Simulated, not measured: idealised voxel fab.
Herein follows the process module entitled voxel wiring stack.
In the cross-section labelled cut, the width is 250 nm and each square cell is 5 nm.
For the purposes of this document, a cross-section shall be understood as a grid of square cells, specified as bands listed in top-to-bottom order, each band consisting of one or more rows of cells.
Read a band's entry like this: the first values are the height of its top and the height of its bottom in nm, and what follows is the sequence of materials from left to right, each with its width in nm. Note that "air" is empty space, and that a single material marked "everywhere" reaches across the band from edge to edge.
Convention: height 0 is the level below which the wafer, as received, is all one material. The lowest band does not terminate at the bottom but continues downward, represented as "z 0 and below".
Graded width ("30..40"): value in top row of band = first number; value in bottom row = second number; row-to-row change constant.
Any step labelled "no modification" changed none of the cells in the cross-section.
"Entrapped void list": sealed empty spaces, 8 cells or more, no open way to top, listed width x height at distance, with distance from the left edge and width, height and distance in nm.
That trailing text on a step's line, after the settings, is the simulator's own remark on the step.
The line of a step may include "overlay nm". On a step with a mask, this value is how far to the right of its planned place the mask lay. A negative value means the mask lay to the left.

List of planned process steps:
1 RECEIVE (material Si)
2 CONFORMAL_DEP (material SiO2; thk nm 10)
3 DIRECTIONAL_DEP (material TiN; thk nm 5)
4 DIRECTIONAL_DEP (material Ru; thk nm 20)
5 DIRECTIONAL_DEP (material aC; thk nm 15)
6 PATTERN (tone cover; mask id METAL_1; material resist; width nm 30; pitch nm 55; thk nm 30; overlay nm 0)
7 DIRECTIONAL_ETCH (etch materials aC; depth nm 15)
8 STRIP (etch materials resist)
9 DIRECTIONAL_ETCH (etch materials Ru; depth nm 20)
10 DIRECTIONAL_ETCH (etch materials TiN; depth nm 5)
11 STRIP (etch materials aC)
12 FILL_DEP (material SiO2; thk nm 5)
13 CMP (height nm 35)
14 CONFORMAL_DEP (material SiCN; thk nm 5)
15 DIRECTIONAL_DEP (material SiO2; thk nm 10)
16 PATTERN (tone open; mask id PLUG_1; material resist; width nm 15; pitch nm 55; thk nm 15; overlay nm 0)
17 DIRECTIONAL_ETCH (etch materials SiO2; depth nm 10)
18 DIRECTIONAL_ETCH (etch materials SiCN; depth nm 5)
19 STRIP (etch materials resist)
20 CONFORMAL_DEP (material TiN; thk nm 5)
21 FILL_DEP (material W; thk nm 10)
22 CMP (height nm 50)
23 DIRECTIONAL_DEP (material TiN; thk nm 5)
24 DIRECTIONAL_DEP (material W; thk nm 20)
25 PATTERN (tone cover; mask id METAL_2; material resist; width nm 30; pitch nm 55; thk nm 15; overlay nm 0)
26 DIRECTIONAL_ETCH (etch materials W; depth nm 20)
27 DIRECTIONAL_ETCH (etch materials TiN; depth nm 5)
28 STRIP (etch materials resist)
29 CONFORMAL_DEP (material SiCN; thk nm 5)
30 FILL_DEP (material SiO2; thk nm 10)
31 CMP (height nm 75)
32 CONFORMAL_DEP (material SiCN; thk nm 5)
33 DIRECTIONAL_DEP (material SiO2; thk nm 30)
34 DIRECTIONAL_DEP (material aC; thk nm 10)
35 PATTERN (tone open; mask id METAL_3; material resist; width nm 30; pitch nm 55; thk nm 25; overlay nm -15)
36 DIRECTIONAL_ETCH (etch materials aC; depth nm 10)
37 STRIP (etch materials resist)
38 DIRECTIONAL_ETCH (etch materials SiO2; depth nm 15)
39 STRIP (etch materials aC)
40 PATTERN (tone open; mask id METAL_3_HOLES; material resist; width nm 15; pitch nm 55; thk nm 15; overlay nm 0)
41 DIRECTIONAL_ETCH (etch materials SiO2; depth nm 15)
42 DIRECTIONAL_ETCH (etch materials SiCN; depth nm 5)
43 STRIP (etch materials resist)
44 CONFORMAL_DEP (material TiN; thk nm 5)
45 FILL_DEP (material Cu; thk nm 10)
46 CMP (height nm 110)
47 CONFORMAL_DEP (material SiCN; thk nm 5)
All wafers enter the flow in the same state. The overlay nm at step 35 differs from wafer to wafer, and the plan gives the value for the first wafer.

Incoming state of the first of several wafers in cross-section: after step 1:
z 0 and below  Si everywhere
Entrapped void list: none

Take any row and you have a wafer at the end of the module: how many cells of each material it has gained (+) or lost (-) since it was received, and then its closed voids:
overlay nm -15; +36 Cu; +72 Ru; +188 SiCN; +665 SiO2; +111 TiN; +78 W; Entrapped void list: none
overlay nm -10; +36 Cu; +72 Ru; +188 SiCN; +665 SiO2; +111 TiN; +78 W; Entrapped void list: none
overlay nm -5; +36 Cu; +72 Ru; +188 SiCN; +665 SiO2; +111 TiN; +78 W; Entrapped void list: none
overlay nm 0; +36 Cu; +72 Ru; +188 SiCN; +665 SiO2; +111 TiN; +78 W; Entrapped void list: none
overlay nm 5; +30 Cu; +72 Ru; +191 SiCN; +665 SiO2; +114 TiN; +78 W; Entrapped void list: none
overlay nm 10; +36 Cu; +72 Ru; +194 SiCN; +665 SiO2; +105 TiN; +78 W; Entrapped void list: none
overlay nm 15; +42 Cu; +72 Ru; +197 SiCN; +665 SiO2; +96 TiN; +78 W; Entrapped void list: none
